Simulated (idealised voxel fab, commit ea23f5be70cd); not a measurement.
voxel transistor to metal: a process module
This is section cut - it's 295 nm across, gridded in 5 nm square cells.
We lay out every cross-section as a grid of square cells and spell it out in bands from the top down, where one band means one or more rows of cells. Heads up on the band format: heights come first, top then bottom, in nm. After that it's the materials left to right, each with its width in nm. A single material flagged "throughout" fills the whole band edge to edge, and "air" means there's empty space there. Height 0 is the level under which the wafer as received is all one material. The lowest band goes on downwards, as in "from 0 down". When a width is written as two numbers, as in "30..40", the first number is the width in the top row of cells of the band and the second is the width in its bottom row, and the width changes by the same amount from each row to the next. Step marked "remained the same"? Then no cell in the cross-section changed in it. Voids not open to the top, 8 cells minimum: see "Closed void table". Written width x height at distance; distance is from the left edge; nm. If you see something after the settings on a step's line, that's the simulator's own remark about that step. overlay nm: how far to the right of its planned place the mask lay on this masked step (negative: to the left).
### Steps planned for the process
1) RECEIVE with material Si
2) CONFORMAL_DEP with material SiO2, thk nm 5
3) CONFORMAL_DEP with material SiN, thk nm 15
4) PATTERN with tone cover, mask id ACTIVE, material resist, width nm 110, pitch nm 140, thk nm 20, overlay nm 0
5) DIRECTIONAL_ETCH with etch materials SiN, depth nm 15
6) DIRECTIONAL_ETCH with etch materials SiO2, depth nm 5
7) DIRECTIONAL_ETCH with etch materials Si, depth nm 35
8) STRIP with etch materials resist
9) OXIDIZE with depth nm 5
10) FILL_DEP with material SiO2, thk nm 15
11) CMP with height nm 20
12) SELECTIVE_ETCH with etch materials SiO2, depth nm 10
13) STRIP with etch materials SiN
14) SELECTIVE_ETCH with etch materials SiO2, depth nm 5
15) OXIDIZE with depth nm 5
16) DIRECTIONAL_DEP with material polySi, thk nm 30
17) DIRECTIONAL_DEP with material SiCN, thk nm 15
18) MASKED_ETCH with tone cover, mask id GATE, width nm 20, pitch nm 140, etch materials SiCN, depth nm 25, overlay nm 0
19) MASKED_ETCH with tone cover, mask id GATE, width nm 20, pitch nm 140, etch materials polySi, depth nm 40, overlay nm 0
20) CONFORMAL_DEP with material SiO2, thk nm 5
21) DIRECTIONAL_ETCH with etch materials SiO2, depth nm 5
22) CONFORMAL_DEP with material SiN, thk nm 5
23) DIRECTIONAL_ETCH with etch materials SiN, depth nm 5
24) DIRECTIONAL_ETCH with etch materials SiO2, depth nm 5
25) EPI with material nSi, thk nm 5
26) FILL_DEP with material SiO2, thk nm 5
27) CMP with height nm 45
28) DIRECTIONAL_DEP with material SiO2, thk nm 15
29) PATTERN with tone open, mask id CONTACT, material resist, width nm 35, thk nm 15, overlay nm 0
30) DIRECTIONAL_ETCH with etch materials SiO2, depth nm 60
31) STRIP with etch materials resist
32) CONFORMAL_DEP with material TiN, thk nm 5
33) FILL_DEP with material Ru, thk nm 5
34) CMP with height nm 60
35) DIRECTIONAL_DEP with material TiN, thk nm 5
36) DIRECTIONAL_DEP with material Ru, thk nm 15
37) MASKED_ETCH with tone cover, mask id METAL_1, width nm 20, etch materials Ru, depth nm 15, overlay nm 0
38) MASKED_ETCH with tone cover, mask id METAL_1, width nm 20, etch materials TiN, depth nm 5, overlay nm 0
39) FILL_DEP with material SiO2, thk nm 5
40) CMP with height nm 80
41) CONFORMAL_DEP with material SiCN, thk nm 5
42) DIRECTIONAL_DEP with material lowk, thk nm 30
43) DIRECTIONAL_DEP with material aC, thk nm 10
44) PATTERN with tone open, mask id METAL_2, material resist, width nm 20, pitch nm 140, thk nm 30, overlay nm 0
45) DIRECTIONAL_ETCH with etch materials aC, depth nm 10
46) STRIP with etch materials resist
47) DIRECTIONAL_ETCH with etch materials lowk, depth nm 15
48) STRIP with etch materials aC
49) PATTERN with tone open, mask id METAL_2_HOLES, material resist, width nm 15, pitch nm 140, thk nm 15, overlay nm 0
50) DIRECTIONAL_ETCH with etch materials lowk, depth nm 15
51) DIRECTIONAL_ETCH with etch materials SiCN, depth nm 5
52) STRIP with etch materials resist
53) CONFORMAL_DEP with material TiN, thk nm 5
54) FILL_DEP with material Ru, thk nm 10
55) CMP with height nm 115
56) CONFORMAL_DEP with material SiN, thk nm 5
### Shown in cross-section is the wafer as received, that is, as it stands after step 1
- from 0 down | Si throughout
- Closed void table: none
### first wafer at the end, as planned
- from 120 to 115 | SiN throughout
- from 115 to 105 | lowk: 25 / TiN: 5 / Ru: 10 / TiN: 5 / lowk: 120 / TiN: 5 / Ru: 10 / TiN: 5 / lowk: 110
- from 105 to 100 | lowk: 25 / TiN: 5 / Ru: 5 / TiN: 10 / lowk: 120 / TiN: 5 / Ru: 5 / TiN: 10 / lowk: 110
- from 100 to 85 | lowk: 25 / TiN: 5 / Ru: 5 / TiN: 5 / lowk: 125 / TiN: 5 / Ru: 5 / TiN: 5 / lowk: 115
- from 85 to 80 | SiCN: 25 / TiN: 15 / SiCN: 125 / TiN: 15 / SiCN: 115
- from 80 to 65 | SiO2: 25 / Ru: 20 / SiO2: 60 / Ru: 20 / SiO2: 40 / Ru: 20 / SiO2: 60 / Ru: 20 / SiO2: 30
- from 65 to 60 | SiO2: 25 / TiN: 20 / SiO2: 60 / TiN: 20 / SiO2: 40 / TiN: 20 / SiO2: 60 / TiN: 20 / SiO2: 30
- from 60 to 50 | SiO2: 25 / TiN: 5 / Ru: 25 / TiN: 5 / SiO2: 30 / TiN: 5 / Ru: 25 / TiN: 5 / SiO2: 40 / TiN: 5 / Ru: 25 / TiN: 5 / SiO2: 30 / TiN: 5 / Ru: 25 / TiN: 5 / SiO2: 30
- from 50 to 45 | SiO2: 25 / TiN: 5 / Ru: 20 / TiN: 10 / SiO2: 30 / TiN: 10 / Ru: 20 / TiN: 5 / SiO2: 40 / TiN: 5 / Ru: 20 / TiN: 10 / SiO2: 30 / TiN: 10 / Ru: 20 / TiN: 5 / SiO2: 30
- from 45 to 30 | SiO2: 25 / TiN: 5 / Ru: 20 / TiN: 5 / SiN: 5 / SiO2: 5 / SiCN: 20 / SiO2: 5 / SiN: 5 / TiN: 5 / Ru: 20 / TiN: 5 / SiO2: 40 / TiN: 5 / Ru: 20 / TiN: 5 / SiN: 5 / SiO2: 5 / SiCN: 20 / SiO2: 5 / SiN: 5 / TiN: 5 / Ru: 20 / TiN: 5 / SiO2: 30
- from 30 to 5 | SiO2: 25 / TiN: 5 / Ru: 20 / TiN: 5 / SiN: 5 / SiO2: 5 / polySi: 20 / SiO2: 5 / SiN: 5 / TiN: 5 / Ru: 20 / TiN: 5 / SiO2: 40 / TiN: 5 / Ru: 20 / TiN: 5 / SiN: 5 / SiO2: 5 / polySi: 20 / SiO2: 5 / SiN: 5 / TiN: 5 / Ru: 20 / TiN: 5 / SiO2: 30
- from 5 to 0 | SiO2: 20 / SiN: 5 / TiN: 30 / SiN: 5 / SiO2: 5 / polySi: 20 / SiO2: 5 / SiN: 5 / TiN: 30 / SiN: 5 / SiO2: 30 / SiN: 5 / TiN: 30 / SiN: 5 / SiO2: 5 / polySi: 20 / SiO2: 5 / SiN: 5 / TiN: 30 / SiN: 5 / SiO2: 25
- from 0 to -5 | SiO2: 25 / nSi: 30 / SiO2: 40 / nSi: 30 / SiO2: 40 / nSi: 30 / SiO2: 40 / nSi: 30 / SiO2: 30
- from -5 to -40 | SiO2: 25 / Si: 100 / SiO2: 40 / Si: 100 / SiO2: 30
- from -40 down | Si throughout
- Closed void table: none
### Wafer two, end of module, cross-section. Same start, same plan as wafer one. One mistake in the run
- from 120 to 115 | SiN throughout
- from 115 to 105 | Ru throughout
- from 105 to 100 | TiN: 30 / Ru: 10 / TiN: 130 / Ru: 10 / TiN: 115
- from 100 to 90 | lowk: 25 / TiN: 5 / Ru: 10 / TiN: 5 / lowk: 120 / TiN: 5 / Ru: 10 / TiN: 5 / lowk: 110
- from 90 to 85 | lowk: 25 / TiN: 5 / Ru: 5 / TiN: 10 / lowk: 120 / TiN: 5 / Ru: 5 / TiN: 10 / lowk: 110
- from 85 to 80 | SiCN: 25 / TiN: 15 / SiCN: 125 / TiN: 15 / SiCN: 115
- from 80 to 65 | SiO2: 25 / Ru: 20 / SiO2: 60 / Ru: 20 / SiO2: 40 / Ru: 20 / SiO2: 60 / Ru: 20 / SiO2: 30
- from 65 to 60 | SiO2: 25 / TiN: 20 / SiO2: 60 / TiN: 20 / SiO2: 40 / TiN: 20 / SiO2: 60 / TiN: 20 / SiO2: 30
- from 60 to 50 | SiO2: 25 / TiN: 5 / Ru: 25 / TiN: 5 / SiO2: 30 / TiN: 5 / Ru: 25 / TiN: 5 / SiO2: 40 / TiN: 5 / Ru: 25 / TiN: 5 / SiO2: 30 / TiN: 5 / Ru: 25 / TiN: 5 / SiO2: 30
- from 50 to 45 | SiO2: 25 / TiN: 5 / Ru: 20 / TiN: 10 / SiO2: 30 / TiN: 10 / Ru: 20 / TiN: 5 / SiO2: 40 / TiN: 5 / Ru: 20 / TiN: 10 / SiO2: 30 / TiN: 10 / Ru: 20 / TiN: 5 / SiO2: 30
- from 45 to 30 | SiO2: 25 / TiN: 5 / Ru: 20 / TiN: 5 / SiN: 5 / SiO2: 5 / SiCN: 20 / SiO2: 5 / SiN: 5 / TiN: 5 / Ru: 20 / TiN: 5 / SiO2: 40 / TiN: 5 / Ru: 20 / TiN: 5 / SiN: 5 / SiO2: 5 / SiCN: 20 / SiO2: 5 / SiN: 5 / TiN: 5 / Ru: 20 / TiN: 5 / SiO2: 30
- from 30 to 5 | SiO2: 25 / TiN: 5 / Ru: 20 / TiN: 5 / SiN: 5 / SiO2: 5 / polySi: 20 / SiO2: 5 / SiN: 5 / TiN: 5 / Ru: 20 / TiN: 5 / SiO2: 40 / TiN: 5 / Ru: 20 / TiN: 5 / SiN: 5 / SiO2: 5 / polySi: 20 / SiO2: 5 / SiN: 5 / TiN: 5 / Ru: 20 / TiN: 5 / SiO2: 30
- from 5 to 0 | SiO2: 20 / SiN: 5 / TiN: 30 / SiN: 5 / SiO2: 5 / polySi: 20 / SiO2: 5 / SiN: 5 / TiN: 30 / SiN: 5 / SiO2: 30 / SiN: 5 / TiN: 30 / SiN: 5 / SiO2: 5 / polySi: 20 / SiO2: 5 / SiN: 5 / TiN: 30 / SiN: 5 / SiO2: 25
- from 0 to -5 | SiO2: 25 / nSi: 30 / SiO2: 40 / nSi: 30 / SiO2: 40 / nSi: 30 / SiO2: 40 / nSi: 30 / SiO2: 30
- from -5 to -40 | SiO2: 25 / Si: 100 / SiO2: 40 / Si: 100 / SiO2: 30
- from -40 down | Si throughout
- Closed void table: none
Against the plan, the run slipped here: note: step 49 <-> step 50, run order reversed vs plan
at the end the second wafer has, in cells: 116 more of Ru; 43 more of TiN; 159 fewer of lowk
